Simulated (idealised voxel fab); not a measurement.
The document below concerns the process module designated voxel self aligned vias.
Square cell edge 5 nm, section width 265 nm, ID cut.
In what follows, cross-sections appear as grids of square cells, described through bands that run from the top down, where every band is one or more rows of cells. Band: top height; bottom height; in nm. Then, left to right: material with width in nm, for each material. "everywhere": a single material spanning edge to edge. "blank": empty space. Zero point of the height axis is 0; under it, received wafer = one material. Lowest band: continues down indefinitely, "top 0, no bottom". The two numbers in a width such as "30->40" mark its ends across the band: the first belongs to the top row of cells, the second to the bottom row, and from each row to the next the width moves by the same amount. "no change" after a step means that no cell of the cross-section changed. Empty spaces without an open route to the top, at least 8 cells in extent, make up the entry "Enclosed void list"; each is given as width x height at distance, where the distance is measured from the left edge, and all are in nm. On a step's line, text after the settings is the simulator commenting on that step. You can add "overlay nm" to a step's line. For a step with a mask, it describes how far the mask lay to the right of its planned position, and a negative number describes a lay to the left.
**These are the steps we planned for the process**
1,RECEIVE with material Si
2,CONFORMAL_DEP with material SiO2, thk nm 15
3,CONFORMAL_DEP with material SiCN, thk nm 5
4,DIRECTIONAL_DEP with material lowk, thk nm 25
5,DIRECTIONAL_DEP with material aC, thk nm 10
6,PATTERN with tone open, mask id LINES, material resist, width nm 30, pitch nm 80, thk nm 30, overlay nm 0
7,DIRECTIONAL_ETCH with etch materials aC, depth nm 10
8,STRIP with etch materials resist
9,DIRECTIONAL_ETCH with etch materials lowk, depth nm 25
10,STRIP with etch materials aC
11,CONFORMAL_DEP with material TiN, thk nm 5
12,FILL_DEP with material Ru, thk nm 10
13,CMP with height nm 45
14,SELECTIVE_ETCH with etch materials W Ru TiN, depth nm 10
15,FILL_DEP with material SiN, thk nm 5
16,CMP with height nm 45
17,DIRECTIONAL_DEP with material lowk, thk nm 15
18,DIRECTIONAL_DEP with material aC, thk nm 10
19,PATTERN with tone open, mask id VIAS, material resist, width nm 50, pitch nm 160, thk nm 30, overlay nm 0
20,DIRECTIONAL_ETCH with etch materials aC, depth nm 10
21,STRIP with etch materials resist
22,DIRECTIONAL_ETCH with etch materials lowk, depth nm 15
23,DIRECTIONAL_ETCH with etch materials SiN, depth nm 10
24,STRIP with etch materials aC
25,CONFORMAL_DEP with material TiN, thk nm 5
26,FILL_DEP with material Cu, thk nm 10
27,CMP with height nm 60
28,CONFORMAL_DEP with material SiCN, thk nm 5
**Wafer as received: cross-section following step 1**
* top 0, no bottom  Si everywhere
* Enclosed void list: none
**Starting structure and process plan are as shown above, but one mistake was made in running the module; the wafer cross-section at the end of the module follows**
* top 65, bottom 60  SiCN everywhere
* top 60, bottom 50  25 lowk, 5 TiN, 45 Cu, 5 TiN, 105 lowk, 5 TiN, 45 Cu, 5 TiN, 25 lowk
* top 50, bottom 45  25 lowk, 15 TiN, 20 Cu, 20 TiN, 105 lowk, 15 TiN, 20 Cu, 20 TiN, 25 lowk
* top 45, bottom 40  35 lowk, 5 TiN, 20 Cu, 5 TiN, 50 lowk, 30 SiN, 50 lowk, 5 TiN, 20 Cu, 5 TiN, 40 lowk
* top 40, bottom 35  35 lowk, 30 TiN, 50 lowk, 30 SiN, 50 lowk, 30 TiN, 40 lowk
* top 35, bottom 25  35 lowk, 5 TiN, 20 Ru, 5 TiN, 50 lowk, 5 TiN, 20 Ru, 5 TiN, 50 lowk, 5 TiN, 20 Ru, 5 TiN, 40 lowk
* top 25, bottom 20  35 lowk, 30 TiN, 50 lowk, 30 TiN, 50 lowk, 30 TiN, 40 lowk
* top 20, bottom 15  SiCN everywhere
* top 15, bottom 0  SiO2 everywhere
* top 0, no bottom  Si everywhere
* Enclosed void list: none
What went wrong in running the wafer? heads up, step 19 didn't go per plan, it actually ran as PATTERN with tone open, mask id VIAS, material resist, width nm 55, pitch nm 160, thk nm 30, overlay nm 0
